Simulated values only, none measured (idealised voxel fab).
Proc. module: voxel self aligned contacts
The cross-section shown here is cut; it is 235 nm wide and divided into square cells measuring 5 nm on a side.
Notation: cross-section as square-cell grid; stated in bands, top first, going down; one or more cell rows per band.
In this notation a band is specified by the heights of its top and bottom, in that order and in nm, after which its materials appear from left to right, each paired with its width in nm. The word "all across" attached to a single material means that material fills the band from edge to edge; the word "blank" stands for empty space.
Basically, 0 is our baseline, since under it the wafer straight out of the box is all one material. The bottom band has no lower end and keeps on going down, so it looks like "0 and below".
You'd read "30 to 40" like this: the band's top row of cells is as wide as the first number, its bottom row is as wide as the second, and going down, every row changes width by the same amount as the row before did.
Key: "remains unaltered" - step with no changed cell in the cross-section.
"Fully sealed cavities" lists enclosed empty spaces (at least 8 cells, no open path upward to the top), each as width x height at distance from the left edge, in nm.
On a step's line, text after the settings is the simulator commenting on that step.
A step line may carry the setting "overlay nm", which, for steps involving a mask, states the distance by which the mask lay to the right of its intended position; negative values denote displacement to the left.

SO HERE'S THE LINEUP OF PROCESS STEPS WE PLANNED
1) RECEIVE | material Si
2) CONFORMAL_DEP | material SiO2 | thk nm 5
3) DIRECTIONAL_DEP | material polySi | thk nm 30
4) DIRECTIONAL_DEP | material SiN | thk nm 20
5) DIRECTIONAL_DEP | material aC | thk nm 15
6) PATTERN | tone cover | mask id GATE | material resist | width nm 35 | pitch nm 75 | thk nm 30 | overlay nm 0
7) DIRECTIONAL_ETCH | etch materials aC | depth nm 15
8) STRIP | etch materials resist
9) DIRECTIONAL_ETCH | etch materials SiN | depth nm 20
10) DIRECTIONAL_ETCH | etch materials polySi | depth nm 30
11) STRIP | etch materials aC
12) CONFORMAL_DEP | material SiN | thk nm 10
13) DIRECTIONAL_ETCH | etch materials SiN | depth nm 10
14) FILL_DEP | material SiO2 | thk nm 20
15) CMP | height nm 65
16) DIRECTIONAL_DEP | material aC | thk nm 15
17) PATTERN | tone open | mask id CONTACT | material resist | width nm 50 | pitch nm 75 | thk nm 35 | overlay nm 0
18) DIRECTIONAL_ETCH | etch materials aC | depth nm 15
19) STRIP | etch materials resist
20) DIRECTIONAL_ETCH | etch materials SiO2 | depth nm 65
21) STRIP | etch materials aC
22) CONFORMAL_DEP | material TiN | thk nm 5
23) FILL_DEP | material W | thk nm 10
24) CMP | height nm 65
25) CONFORMAL_DEP | material SiCN | thk nm 5

FIRST OF THE TWO WAFERS, RUN PER PLAN

DELIVERED WAFER IN CROSS-SECTION: STATE AFTER STEP 1
    0 and below | Si all across
    Fully sealed cavities: none

CROSS-SECTION THROUGH THE WAFER, STEP 2 FINISHED
    5 down to 0 | SiO2 all across
    Below 0 it's all the same as before, nothing changed down there.

CROSS-SECTION THROUGH THE WAFER, STEP 3 FINISHED
    35 down to 5 | polySi all across
    Below 5 it's all the same as before, nothing changed down there.

CROSS-SECTION THROUGH THE WAFER, STEP 4 FINISHED
    55 down to 35 | SiN all across
    Below 35 it's all the same as before, nothing changed down there.

CROSS-SECTION THROUGH THE WAFER, STEP 5 FINISHED
    70 down to 55 | aC all across
    Below 55 it's all the same as before, nothing changed down there.

CROSS-SECTION THROUGH THE WAFER, STEP 6 FINISHED
    100 down to 70 | 25 of blank | 35 of resist | 40 of blank | 35 of resist | 40 of blank | 35 of resist | 25 of blank
    Below 70 it's all the same as before, nothing changed down there.

CROSS-SECTION THROUGH THE WAFER, STEP 7 FINISHED
    85 down to 70 | 25 of blank | 35 of resist | 40 of blank | 35 of resist | 40 of blank | 35 of resist | 25 of blank
    70 down to 55 | 25 of blank | 35 of aC | 40 of blank | 35 of aC | 40 of blank | 35 of aC | 25 of blank
    Below 55 it's all the same as before, nothing changed down there.

CROSS-SECTION THROUGH THE WAFER, STEP 8 FINISHED
    70 down to 55 | 25 of blank | 35 of aC | 40 of blank | 35 of aC | 40 of blank | 35 of aC | 25 of blank
    Below 55 it's all the same as before, nothing changed down there.

CROSS-SECTION THROUGH THE WAFER, STEP 9 FINISHED
    70 down to 55 | 25 of blank | 35 of aC | 40 of blank | 35 of aC | 40 of blank | 35 of aC | 25 of blank
    55 down to 35 | 25 of blank | 35 of SiN | 40 of blank | 35 of SiN | 40 of blank | 35 of SiN | 25 of blank
    Below 35 it's all the same as before, nothing changed down there.

CROSS-SECTION THROUGH THE WAFER, STEP 10 FINISHED
    70 down to 55 | 25 of blank | 35 of aC | 40 of blank | 35 of aC | 40 of blank | 35 of aC | 25 of blank
    55 down to 35 | 25 of blank | 35 of SiN | 40 of blank | 35 of SiN | 40 of blank | 35 of SiN | 25 of blank
    35 down to 5 | 25 of blank | 35 of polySi | 40 of blank | 35 of polySi | 40 of blank | 35 of polySi | 25 of blank
    Below 5 it's all the same as before, nothing changed down there.

CROSS-SECTION THROUGH THE WAFER, STEP 11 FINISHED
    55 down to 35 | 25 of blank | 35 of SiN | 40 of blank | 35 of SiN | 40 of blank | 35 of SiN | 25 of blank
    Below 35 it's all the same as before, nothing changed down there.

CROSS-SECTION THROUGH THE WAFER, STEP 12 FINISHED
    65 down to 35 | 15 of blank | 55 of SiN | 20 of blank | 55 of SiN | 20 of blank | 55 of SiN | 15 of blank
    35 down to 15 | 15 of blank | 10 of SiN | 35 of polySi | 10 of SiN | 20 of blank | 10 of SiN | 35 of polySi | 10 of SiN | 20 of blank | 10 of SiN | 35 of polySi | 10 of SiN | 15 of blank
    15 down to 5 | 25 of SiN | 35 of polySi | 40 of SiN | 35 of polySi | 40 of SiN | 35 of polySi | 25 of SiN
    Below 5 it's all the same as before, nothing changed down there.

CROSS-SECTION THROUGH THE WAFER, STEP 13 FINISHED
    55 down to 35 | 15 of blank | 55 of SiN | 20 of blank | 55 of SiN | 20 of blank | 55 of SiN | 15 of blank
    35 down to 5 | 15 of blank | 10 of SiN | 35 of polySi | 10 of SiN | 20 of blank | 10 of SiN | 35 of polySi | 10 of SiN | 20 of blank | 10 of SiN | 35 of polySi | 10 of SiN | 15 of blank
    Below 5 it's all the same as before, nothing changed down there.

CROSS-SECTION THROUGH THE WAFER, STEP 14 FINISHED
    75 down to 55 | SiO2 all across
    55 down to 35 | 15 of SiO2 | 55 of SiN | 20 of SiO2 | 55 of SiN | 20 of SiO2 | 55 of SiN | 15 of SiO2
    35 down to 5 | 15 of SiO2 | 10 of SiN | 35 of polySi | 10 of SiN | 20 of SiO2 | 10 of SiN | 35 of polySi | 10 of SiN | 20 of SiO2 | 10 of SiN | 35 of polySi | 10 of SiN | 15 of SiO2
    Below 5 it's all the same as before, nothing changed down there.

CROSS-SECTION THROUGH THE WAFER, STEP 15 FINISHED
    65 down to 55 | SiO2 all across
    Below 55 it's all the same as before, nothing changed down there.

CROSS-SECTION THROUGH THE WAFER, STEP 16 FINISHED
    80 down to 65 | aC all across
    Below 65 it's all the same as before, nothing changed down there.

CROSS-SECTION THROUGH THE WAFER, STEP 17 FINISHED
    115 down to 80 | 55 of resist | 50 of blank | 25 of resist | 50 of blank | 55 of resist
    Below 80 it's all the same as before, nothing changed down there.

CROSS-SECTION THROUGH THE WAFER, STEP 18 FINISHED
    100 down to 80 | 55 of resist | 50 of blank | 25 of resist | 50 of blank | 55 of resist
    80 down to 65 | 55 of aC | 50 of blank | 25 of aC | 50 of blank | 55 of aC
    Below 65 it's all the same as before, nothing changed down there.

CROSS-SECTION THROUGH THE WAFER, STEP 19 FINISHED
    80 down to 65 | 55 of aC | 50 of blank | 25 of aC | 50 of blank | 55 of aC
    Below 65 it's all the same as before, nothing changed down there.

CROSS-SECTION THROUGH THE WAFER, STEP 20 FINISHED
    80 down to 65 | 55 of aC | 50 of blank | 25 of aC | 50 of blank | 55 of aC
    65 down to 55 | 55 of SiO2 | 50 of blank | 25 of SiO2 | 50 of blank | 55 of SiO2
    55 down to 35 | 15 of SiO2 | 55 of SiN | 20 of blank | 55 of SiN | 20 of blank | 55 of SiN | 15 of SiO2
    35 down to 5 | 15 of SiO2 | 10 of SiN | 35 of polySi | 10 of SiN | 20 of blank | 10 of SiN | 35 of polySi | 10 of SiN | 20 of blank | 10 of SiN | 35 of polySi | 10 of SiN | 15 of SiO2
    5 down to 0 | 70 of SiO2 | 20 of blank | 55 of SiO2 | 20 of blank | 70 of SiO2
    Below 0 it's all the same as before, nothing changed down there.

CROSS-SECTION THROUGH THE WAFER, STEP 21 FINISHED
    65 down to 55 | 55 of SiO2 | 50 of blank | 25 of SiO2 | 50 of blank | 55 of SiO2
    Below 55 it's all the same as before, nothing changed down there.

CROSS-SECTION THROUGH THE WAFER, STEP 22 FINISHED
    70 down to 65 | 60 of TiN | 40 of blank | 35 of TiN | 40 of blank | 60 of TiN
    65 down to 55 | 55 of SiO2 | 5 to 20 of TiN | 40 to 10 of blank | 5 to 20 of TiN | 25 of SiO2 | 5 to 20 of TiN | 40 to 10 of blank | 5 to 20 of TiN | 55 of SiO2
    55 down to 35 | 15 of SiO2 | 55 of SiN | 5 of TiN | 10 of blank | 5 of TiN | 55 of SiN | 5 of TiN | 10 of blank | 5 of TiN | 55 of SiN | 15 of SiO2
    35 down to 5 | 15 of SiO2 | 10 of SiN | 35 of polySi | 10 of SiN | 5 of TiN | 10 of blank | 5 of TiN | 10 of SiN | 35 of polySi | 10 of SiN | 5 of TiN | 10 of blank | 5 of TiN | 10 of SiN | 35 of polySi | 10 of SiN | 15 of SiO2
    5 down to 0 | 70 of SiO2 | 20 of TiN | 55 of SiO2 | 20 of TiN | 70 of SiO2
    Below 0 it's all the same as before, nothing changed down there.

CROSS-SECTION THROUGH THE WAFER, STEP 23 FINISHED
    80 down to 70 | W all across
    70 down to 65 | 60 of TiN | 40 of W | 35 of TiN | 40 of W | 60 of TiN
    65 down to 55 | 55 of SiO2 | 5 to 20 of TiN | 40 to 10 of W | 5 to 20 of TiN | 25 of SiO2 | 5 to 20 of TiN | 40 to 10 of W | 5 to 20 of TiN | 55 of SiO2
    55 down to 35 | 15 of SiO2 | 55 of SiN | 5 of TiN | 10 of W | 5 of TiN | 55 of SiN | 5 of TiN | 10 of W | 5 of TiN | 55 of SiN | 15 of SiO2
    35 down to 5 | 15 of SiO2 | 10 of SiN | 35 of polySi | 10 of SiN | 5 of TiN | 10 of W | 5 of TiN | 10 of SiN | 35 of polySi | 10 of SiN | 5 of TiN | 10 of W | 5 of TiN | 10 of SiN | 35 of polySi | 10 of SiN | 15 of SiO2
    Below 5 it's all the same as before, nothing changed down there.

CROSS-SECTION THROUGH THE WAFER, STEP 24 FINISHED
    65 down to 55 | 55 of SiO2 | 5 to 20 of TiN | 40 to 10 of W | 5 to 20 of TiN | 25 of SiO2 | 5 to 20 of TiN | 40 to 10 of W | 5 to 20 of TiN | 55 of SiO2
    Below 55 it's all the same as before, nothing changed down there.

CROSS-SECTION THROUGH THE WAFER, STEP 25 FINISHED
    70 down to 65 | SiCN all across
    Below 65 it's all the same as before, nothing changed down there.

COMPANION WAFER, THE SECOND OF TWO: SAME BEGINNING, SAME INTENDED SEQUENCE, ONE MISTAKE IN CARRYING IT OUT; THROUGH STEP 3 INCLUSIVE IT TRACKS THE FIRST EXACTLY

CROSS-SECTION OF THE SECOND WAFER CORRESPONDING TO THE PLANNED CONCLUSION OF STEP 4
    75 down to 35 | SiN all across
    Below 35 it's all the same as before, nothing changed down there.

CROSS-SECTION OF THE SECOND WAFER CORRESPONDING TO THE PLANNED CONCLUSION OF STEP 5
    90 down to 75 | aC all across
    Below 75 it's all the same as before, nothing changed down there.

CROSS-SECTION OF THE SECOND WAFER CORRESPONDING TO THE PLANNED CONCLUSION OF STEP 6
    120 down to 90 | 25 of blank | 35 of resist | 40 of blank | 35 of resist | 40 of blank | 35 of resist | 25 of blank
    Below 90 it's all the same as before, nothing changed down there.

CROSS-SECTION OF THE SECOND WAFER CORRESPONDING TO THE PLANNED CONCLUSION OF STEP 7
    105 down to 90 | 25 of blank | 35 of resist | 40 of blank | 35 of resist | 40 of blank | 35 of resist | 25 of blank
    90 down to 75 | 25 of blank | 35 of aC | 40 of blank | 35 of aC | 40 of blank | 35 of aC | 25 of blank
    Below 75 it's all the same as before, nothing changed down there.

CROSS-SECTION OF THE SECOND WAFER CORRESPONDING TO THE PLANNED CONCLUSION OF STEP 8
    90 down to 75 | 25 of blank | 35 of aC | 40 of blank | 35 of aC | 40 of blank | 35 of aC | 25 of blank
    Below 75 it's all the same as before, nothing changed down there.

CROSS-SECTION OF THE SECOND WAFER CORRESPONDING TO THE PLANNED CONCLUSION OF STEP 9
    90 down to 75 | 25 of blank | 35 of aC | 40 of blank | 35 of aC | 40 of blank | 35 of aC | 25 of blank
    75 down to 55 | 25 of blank | 35 of SiN | 40 of blank | 35 of SiN | 40 of blank | 35 of SiN | 25 of blank
    Below 55 it's all the same as before, nothing changed down there.

Cross-section of the second wafer corresponding to the planned conclusion of step 10: remains unaltered

CROSS-SECTION OF THE SECOND WAFER CORRESPONDING TO THE PLANNED CONCLUSION OF STEP 11
    75 down to 55 | 25 of blank | 35 of SiN | 40 of blank | 35 of SiN | 40 of blank | 35 of SiN | 25 of blank
    Below 55 it's all the same as before, nothing changed down there.

CROSS-SECTION OF THE SECOND WAFER CORRESPONDING TO THE PLANNED CONCLUSION OF STEP 12
    85 down to 65 | 15 of blank | 55 of SiN | 20 of blank | 55 of SiN | 20 of blank | 55 of SiN | 15 of blank
    65 down to 35 | SiN all across
    Below 35 it's all the same as before, nothing changed down there.

CROSS-SECTION OF THE SECOND WAFER CORRESPONDING TO THE PLANNED CONCLUSION OF STEP 13
    75 down to 55 | 15 of blank | 55 of SiN | 20 of blank | 55 of SiN | 20 of blank | 55 of SiN | 15 of blank
    Below 55 it's all the same as before, nothing changed down there.

CROSS-SECTION OF THE SECOND WAFER CORRESPONDING TO THE PLANNED CONCLUSION OF STEP 14
    95 down to 75 | SiO2 all across
    75 down to 55 | 15 of SiO2 | 55 of SiN | 20 of SiO2 | 55 of SiN | 20 of SiO2 | 55 of SiN | 15 of SiO2
    Below 55 it's all the same as before, nothing changed down there.

CROSS-SECTION OF THE SECOND WAFER CORRESPONDING TO THE PLANNED CONCLUSION OF STEP 15
    65 down to 55 | 15 of SiO2 | 55 of SiN | 20 of SiO2 | 55 of SiN | 20 of SiO2 | 55 of SiN | 15 of SiO2
    Below 55 it's all the same as before, nothing changed down there.

CROSS-SECTION OF THE SECOND WAFER CORRESPONDING TO THE PLANNED CONCLUSION OF STEP 16
    80 down to 65 | aC all across
    Below 65 it's all the same as before, nothing changed down there.

CROSS-SECTION OF THE SECOND WAFER CORRESPONDING TO THE PLANNED CONCLUSION OF STEP 17
    115 down to 80 | 55 of resist | 50 of blank | 25 of resist | 50 of blank | 55 of resist
    Below 80 it's all the same as before, nothing changed down there.

CROSS-SECTION OF THE SECOND WAFER CORRESPONDING TO THE PLANNED CONCLUSION OF STEP 18
    100 down to 80 | 55 of resist | 50 of blank | 25 of resist | 50 of blank | 55 of resist
    80 down to 65 | 55 of aC | 50 of blank | 25 of aC | 50 of blank | 55 of aC
    Below 65 it's all the same as before, nothing changed down there.

CROSS-SECTION OF THE SECOND WAFER CORRESPONDING TO THE PLANNED CONCLUSION OF STEP 19
    80 down to 65 | 55 of aC | 50 of blank | 25 of aC | 50 of blank | 55 of aC
    Below 65 it's all the same as before, nothing changed down there.

CROSS-SECTION OF THE SECOND WAFER CORRESPONDING TO THE PLANNED CONCLUSION OF STEP 20
    80 down to 65 | 55 of aC | 50 of blank | 25 of aC | 50 of blank | 55 of aC
    65 down to 55 | 15 of SiO2 | 55 of SiN | 20 of blank | 55 of SiN | 20 of blank | 55 of SiN | 15 of SiO2
    Below 55 it's all the same as before, nothing changed down there.

CROSS-SECTION OF THE SECOND WAFER CORRESPONDING TO THE PLANNED CONCLUSION OF STEP 21
    65 down to 55 | 15 of SiO2 | 55 of SiN | 20 of blank | 55 of SiN | 20 of blank | 55 of SiN | 15 of SiO2
    Below 55 it's all the same as before, nothing changed down there.

CROSS-SECTION OF THE SECOND WAFER CORRESPONDING TO THE PLANNED CONCLUSION OF STEP 22
    70 down to 65 | 75 of TiN | 10 of blank | 65 of TiN | 10 of blank | 75 of TiN
    65 down to 60 | 15 of SiO2 | 55 of SiN | 5 of TiN | 10 of blank | 5 of TiN | 55 of SiN | 5 of TiN | 10 of blank | 5 of TiN | 55 of SiN | 15 of SiO2
    60 down to 55 | 15 of SiO2 | 55 of SiN | 20 of TiN | 55 of SiN | 20 of TiN | 55 of SiN | 15 of SiO2
    Below 55 it's all the same as before, nothing changed down there.

CROSS-SECTION OF THE SECOND WAFER CORRESPONDING TO THE PLANNED CONCLUSION OF STEP 23
    80 down to 70 | W all across
    70 down to 65 | 75 of TiN | 10 of W | 65 of TiN | 10 of W | 75 of TiN
    65 down to 60 | 15 of SiO2 | 55 of SiN | 5 of TiN | 10 of W | 5 of TiN | 55 of SiN | 5 of TiN | 10 of W | 5 of TiN | 55 of SiN | 15 of SiO2
    Below 60 it's all the same as before, nothing changed down there.

CROSS-SECTION OF THE SECOND WAFER CORRESPONDING TO THE PLANNED CONCLUSION OF STEP 24
    65 down to 60 | 15 of SiO2 | 55 of SiN | 5 of TiN | 10 of W | 5 of TiN | 55 of SiN | 5 of TiN | 10 of W | 5 of TiN | 55 of SiN | 15 of SiO2
    Below 60 it's all the same as before, nothing changed down there.

CROSS-SECTION OF THE SECOND WAFER CORRESPONDING TO THE PLANNED CONCLUSION OF STEP 25
    70 down to 65 | SiCN all across
    Below 65 it's all the same as before, nothing changed down there.
Error vs. plan: step 4, plan: ran twice
Once processing is complete, comparing cell counts shows that the second wafer has more or fewer of certain materials than the first: SiN +50, SiO2 -94, TiN -56, W -56, polySi +156
